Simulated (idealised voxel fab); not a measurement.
Name of the process module below: voxel air gaps
It is cross-section cut that appears here, measuring 255 nm in width, its square cells being 5 nm in size.
How to read a cross-section here: the picture is a grid of square cells, written as bands going from the top down, and any band can span one or more rows of cells. In this notation a band is specified by the heights of its top and bottom, in that order and in nm, after which its materials appear from left to right, each paired with its width in nm. The word "everywhere" attached to a single material means that material fills the band from edge to edge; the word "air" stands for empty space. All heights in this document are referenced to 0, defined as the level beneath which the wafer, as received, consists entirely of one material. The lowest band is not bounded below; it extends indefinitely downward and is written in the form "from 0 down". Quick explanation for "30->40": the width changes in equal steps down the rows of cells, from the first number in the band's top row to the second number in its bottom row. Take "no change" at face value: in the step it is given for, the cross-section changed in none of its cells. If an empty space has no open way to the top and is at least 8 cells in size, "Trapped voids" lists it, written width x height at distance, where distance is measured from the left edge and every value is in nm. What comes after the settings on a step's line is commentary from the simulator itself on that step. A step's line can hold "overlay nm"; with a mask on that step, the setting says how far right of the planned place the mask lay, while a negative setting says it lay to the left.

Planned step list for the process
step 1: RECEIVE, material Si
step 2: CONFORMAL_DEP, material SiO2, thk nm 15
step 3: CONFORMAL_DEP, material SiN, thk nm 5
step 4: DIRECTIONAL_DEP, material lowk, thk nm 35
step 5: DIRECTIONAL_DEP, material aC, thk nm 10
step 6: PATTERN, tone open, mask id LINES, material resist, width nm 25, pitch nm 55, thk nm 25, overlay nm 0
step 7: DIRECTIONAL_ETCH, etch materials aC, depth nm 10
step 8: STRIP, etch materials resist
step 9: DIRECTIONAL_ETCH, etch materials lowk, depth nm 35
step 10: STRIP, etch materials aC
step 11: CONFORMAL_DEP, material TiN, thk nm 5
step 12: FILL_DEP, material W, thk nm 5
step 13: CMP, height nm 55
step 14: EPI, material Ru, thk nm 10
step 15: SELECTIVE_ETCH, etch materials lowk, depth nm 45
step 16: CONFORMAL_DEP, material SiN, thk nm 5

What follows covers the first of two wafers; it ran as planned

Wafer cross-section on receipt, i.e. after step 1
from 0 down = Si everywhere
Trapped voids: none

after step 2
from 15 to 0 = SiO2 everywhere
Under the height 0 nothing was changed.

after step 3
from 20 to 15 = SiN everywhere
Under the height 15 nothing was changed.

after step 4
from 55 to 20 = lowk everywhere
Under the height 20 nothing was changed.

after step 5
from 65 to 55 = aC everywhere
Under the height 55 nothing was changed.

after step 6
from 90 to 65 = resist=60, then air=25, then resist=30, then air=25, then resist=30, then air=25, then resist=60
Under the height 65 nothing was changed.

after step 7
from 80 to 65 = resist=60, then air=25, then resist=30, then air=25, then resist=30, then air=25, then resist=60
from 65 to 55 = aC=60, then air=25, then aC=30, then air=25, then aC=30, then air=25, then aC=60
Under the height 55 nothing was changed.

after step 8
from 65 to 55 = aC=60, then air=25, then aC=30, then air=25, then aC=30, then air=25, then aC=60
Under the height 55 nothing was changed.

after step 9
from 65 to 55 = aC=60, then air=25, then aC=30, then air=25, then aC=30, then air=25, then aC=60
from 55 to 20 = lowk=60, then air=25, then lowk=30, then air=25, then lowk=30, then air=25, then lowk=60
Under the height 20 nothing was changed.

after step 10
from 55 to 20 = lowk=60, then air=25, then lowk=30, then air=25, then lowk=30, then air=25, then lowk=60
Under the height 20 nothing was changed.

after step 11
from 60 to 55 = TiN=65, then air=15, then TiN=40, then air=15, then TiN=40, then air=15, then TiN=65
from 55 to 25 = lowk=60, then TiN=5, then air=15, then TiN=5, then lowk=30, then TiN=5, then air=15, then TiN=5, then lowk=30, then TiN=5, then air=15, then TiN=5, then lowk=60
from 25 to 20 = lowk=60, then TiN=25, then lowk=30, then TiN=25, then lowk=30, then TiN=25, then lowk=60
Under the height 20 nothing was changed.

after step 12
from 65 to 60 = W everywhere
from 60 to 55 = TiN=65, then W=15, then TiN=40, then W=15, then TiN=40, then W=15, then TiN=65
from 55 to 25 = lowk=60, then TiN=5, then W=15, then TiN=5, then lowk=30, then TiN=5, then W=15, then TiN=5, then lowk=30, then TiN=5, then W=15, then TiN=5, then lowk=60
Under the height 25 nothing was changed.

after step 13
from 55 to 25 = lowk=60, then TiN=5, then W=15, then TiN=5, then lowk=30, then TiN=5, then W=15, then TiN=5, then lowk=30, then TiN=5, then W=15, then TiN=5, then lowk=60
Under the height 25 nothing was changed.

after step 14
from 65 to 55 = air=50, then Ru=45, then air=10, then Ru=45, then air=10, then Ru=45, then air=50
Under the height 55 nothing was changed.

after step 15
from 65 to 55 = air=50, then Ru=45, then air=10, then Ru=45, then air=10, then Ru=45, then air=50
from 55 to 25 = air=60, then TiN=5, then W=15, then TiN=5, then air=30, then TiN=5, then W=15, then TiN=5, then air=30, then TiN=5, then W=15, then TiN=5, then air=60
from 25 to 20 = air=60, then TiN=25, then air=30, then TiN=25, then air=30, then TiN=25, then air=60
Under the height 20 nothing was changed.

after step 16
from 70 to 65 = air=45, then SiN=165, then air=45
from 65 to 55 = air=45, then SiN=5, then Ru=45, then SiN=10, then Ru=45, then SiN=10, then Ru=45, then SiN=5, then air=45
from 55 to 50 = air=45, then SiN=15, then TiN=5, then W=15, then TiN=5, then SiN=30, then TiN=5, then W=15, then TiN=5, then SiN=30, then TiN=5, then W=15, then TiN=5, then SiN=15, then air=45
from 50 to 25 = air=55, then SiN=5, then TiN=5, then W=15, then TiN=5, then SiN=5, then air=20, then SiN=5, then TiN=5, then W=15, then TiN=5, then SiN=5, then air=20, then SiN=5, then TiN=5, then W=15, then TiN=5, then SiN=5, then air=55
from 25 to 20 = SiN=60, then TiN=25, then SiN=30, then TiN=25, then SiN=30, then TiN=25, then SiN=60
Under the height 20 nothing was changed.
Trapped voids: 20 x 25 at 90; 20 x 25 at 145

The remaining wafer, second of the two, started like the first and was run to the same plan, except that one mistake was made along the way; the two coincide through step 5, inclusive

Cross-section of the second wafer at the time by which step 6 should have been completed according to the plan
from 90 to 65 = air=60, then resist=25, then air=30, then resist=25, then air=30, then resist=25, then air=60
Under the height 65 nothing was changed.

Cross-section of the second wafer at the time by which step 7 should have been completed according to the plan
from 80 to 65 = air=60, then resist=25, then air=30, then resist=25, then air=30, then resist=25, then air=60
from 65 to 55 = air=60, then aC=25, then air=30, then aC=25, then air=30, then aC=25, then air=60
Under the height 55 nothing was changed.

Cross-section of the second wafer at the time by which step 8 should have been completed according to the plan
from 65 to 55 = air=60, then aC=25, then air=30, then aC=25, then air=30, then aC=25, then air=60
Under the height 55 nothing was changed.

Cross-section of the second wafer at the time by which step 9 should have been completed according to the plan
from 65 to 55 = air=60, then aC=25, then air=30, then aC=25, then air=30, then aC=25, then air=60
from 55 to 20 = air=60, then lowk=25, then air=30, then lowk=25, then air=30, then lowk=25, then air=60
Under the height 20 nothing was changed.

Cross-section of the second wafer at the time by which step 10 should have been completed according to the plan
from 55 to 20 = air=60, then lowk=25, then air=30, then lowk=25, then air=30, then lowk=25, then air=60
Under the height 20 nothing was changed.

Cross-section of the second wafer at the time by which step 11 should have been completed according to the plan
from 60 to 55 = air=55, then TiN=35, then air=20, then TiN=35, then air=20, then TiN=35, then air=55
from 55 to 25 = air=55, then TiN=5, then lowk=25, then TiN=5, then air=20, then TiN=5, then lowk=25, then TiN=5, then air=20, then TiN=5, then lowk=25, then TiN=5, then air=55
from 25 to 20 = TiN=60, then lowk=25, then TiN=30, then lowk=25, then TiN=30, then lowk=25, then TiN=60
Under the height 20 nothing was changed.

Cross-section of the second wafer at the time by which step 12 should have been completed according to the plan
from 65 to 60 = W everywhere
from 60 to 55 = W=55, then TiN=35, then W=20, then TiN=35, then W=20, then TiN=35, then W=55
from 55 to 25 = W=55, then TiN=5, then lowk=25, then TiN=5, then W=20, then TiN=5, then lowk=25, then TiN=5, then W=20, then TiN=5, then lowk=25, then TiN=5, then W=55
Under the height 25 nothing was changed.

Cross-section of the second wafer at the time by which step 13 should have been completed according to the plan
from 55 to 25 = W=55, then TiN=5, then lowk=25, then TiN=5, then W=20, then TiN=5, then lowk=25, then TiN=5, then W=20, then TiN=5, then lowk=25, then TiN=5, then W=55
Under the height 25 nothing was changed.

Cross-section of the second wafer at the time by which step 14 should have been completed according to the plan
from 65 to 55 = Ru=70, then air=5, then Ru=50, then air=5, then Ru=50, then air=5, then Ru=70
Under the height 55 nothing was changed.

Cross-section of the second wafer at the time by which step 15 should have been completed according to the plan
from 65 to 55 = Ru=70, then air=5, then Ru=50, then air=5, then Ru=50, then air=5, then Ru=70
from 55 to 25 = W=55, then TiN=5, then air=25, then TiN=5, then W=20, then TiN=5, then air=25, then TiN=5, then W=20, then TiN=5, then air=25, then TiN=5, then W=55
from 25 to 20 = TiN=60, then air=25, then TiN=30, then air=25, then TiN=30, then air=25, then TiN=60
Under the height 20 nothing was changed.

Cross-section of the second wafer at the time by which step 16 should have been completed according to the plan
from 70 to 65 = SiN everywhere
from 65 to 55 = Ru=70, then SiN=5, then Ru=50, then SiN=5, then Ru=50, then SiN=5, then Ru=70
from 55 to 50 = W=55, then TiN=5, then SiN=25, then TiN=5, then W=20, then TiN=5, then SiN=25, then TiN=5, then W=20, then TiN=5, then SiN=25, then TiN=5, then W=55
from 50 to 25 = W=55, then TiN=5, then SiN=5, then air=15, then SiN=5, then TiN=5, then W=20, then TiN=5, then SiN=5, then air=15, then SiN=5, then TiN=5, then W=20, then TiN=5, then SiN=5, then air=15, then SiN=5, then TiN=5, then W=55
from 25 to 20 = TiN=60, then SiN=25, then TiN=30, then SiN=25, then TiN=30, then SiN=25, then TiN=60
Under the height 20 nothing was changed.
Trapped voids: 15 x 25 at 65; 15 x 25 at 120; 15 x 25 at 175
So what did we get wrong on this run? step 6 ran as: PATTERN, tone cover, mask id LINES, material resist, width nm 25, pitch nm 55, thk nm 25, overlay nm 0
Wafer comparison, final, in cells, second relative to first, materials more or fewer: Ru +42; SiN -12; TiN +21; W +126
Wafer, first: 2 closed voids at end. Wafer, second: 3.
